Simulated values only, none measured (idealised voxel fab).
Process module heading - voxel self aligned vias
260 nm wide, 5 nm square cells: that's cross-section cut.
Throughout this document, each cross-section is represented as a grid of square cells and is presented as a sequence of bands enumerated from the top downward, where a band comprises one or more rows of cells. In this notation a band is specified by the heights of its top and bottom, in that order and in nm, after which its materials appear from left to right, each paired with its width in nm. The word "everywhere" attached to a single material means that material fills the band from edge to edge; the word "empty" stands for empty space. Basically, 0 is our baseline, since under it the wafer straight out of the box is all one material. The bottom band has no lower end and keeps on going down, so it looks like "0 and below". You'd read "30 to 40" like this: the band's top row of cells is as wide as the first number, its bottom row is as wide as the second, and going down, every row changes width by the same amount as the row before did. Given "left unchanged" for a step, no cell of the cross-section differs between before and after that step. In the "Voids, sealed" entry, you get each enclosed empty space of 8 cells or more, one with no open way to the top, written width x height at distance, distance from the left edge, in nm. Read whatever lies past the settings on a step's line as the simulator's own remark about the step. A step line may carry the setting "overlay nm", which, for steps involving a mask, states the distance by which the mask lay to the right of its intended position; negative values denote displacement to the left.
### Steps planned for the process
1,RECEIVE [material Si]
2,CONFORMAL_DEP [material SiO2] [thk nm 10]
3,CONFORMAL_DEP [material SiCN] [thk nm 5]
4,DIRECTIONAL_DEP [material lowk] [thk nm 30]
5,PATTERN [tone open] [mask id LINES] [material resist] [width nm 20] [pitch nm 50] [thk nm 20] [overlay nm 0]
6,DIRECTIONAL_ETCH [etch materials lowk] [depth nm 30]
7,STRIP [etch materials resist]
8,CONFORMAL_DEP [material TiN] [thk nm 5]
9,FILL_DEP [material W] [thk nm 10]
10,CMP [height nm 45]
11,SELECTIVE_ETCH [etch materials W Ru TiN] [depth nm 5]
12,FILL_DEP [material SiN] [thk nm 10]
13,CMP [height nm 45]
14,DIRECTIONAL_DEP [material lowk] [thk nm 20]
15,MASKED_ETCH [tone open] [mask id VIAS] [width nm 30] [etch materials lowk] [depth nm 20] [overlay nm 0]
16,MASKED_ETCH [tone open] [mask id VIAS] [width nm 30] [etch materials SiN] [depth nm 5] [overlay nm 0]
17,CONFORMAL_DEP [material TiN] [thk nm 5]
18,FILL_DEP [material Cu] [thk nm 5]
19,CMP [height nm 65]
20,CONFORMAL_DEP [material SiCN] [thk nm 5]
### Here's what the wafer looked like in cross-section when it arrived - that's after step 1
0 and below  Si everywhere
Voids, sealed: none
### The plan above was carried out on the starting structure above with one mistake, and this cross-section shows the wafer at the end of the module
70 down to 65  SiCN everywhere
65 down to 50  lowk=90, TiN=5, Cu=20, TiN=5, lowk=140
50 down to 45  lowk=90, TiN=30, lowk=140
45 down to 40  SiN=90, TiN=5, lowk=20, TiN=5, SiN=25, lowk=20, SiN=95
40 down to 20  W=90, TiN=5, lowk=20, TiN=5, W=20, TiN=5, lowk=20, TiN=5, W=90
20 down to 15  TiN=95, lowk=20, TiN=30, lowk=20, TiN=95
15 down to 10  SiCN everywhere
10 down to 0  SiO2 everywhere
0 and below  Si everywhere
Voids, sealed: none
Heads up, the wafer didn't run the way we planned it: step 5 was processed under conditions differing from the plan, specifically as PATTERN [tone cover] [mask id LINES] [material resist] [width nm 20] [pitch nm 50] [thk nm 20] [overlay nm 0]
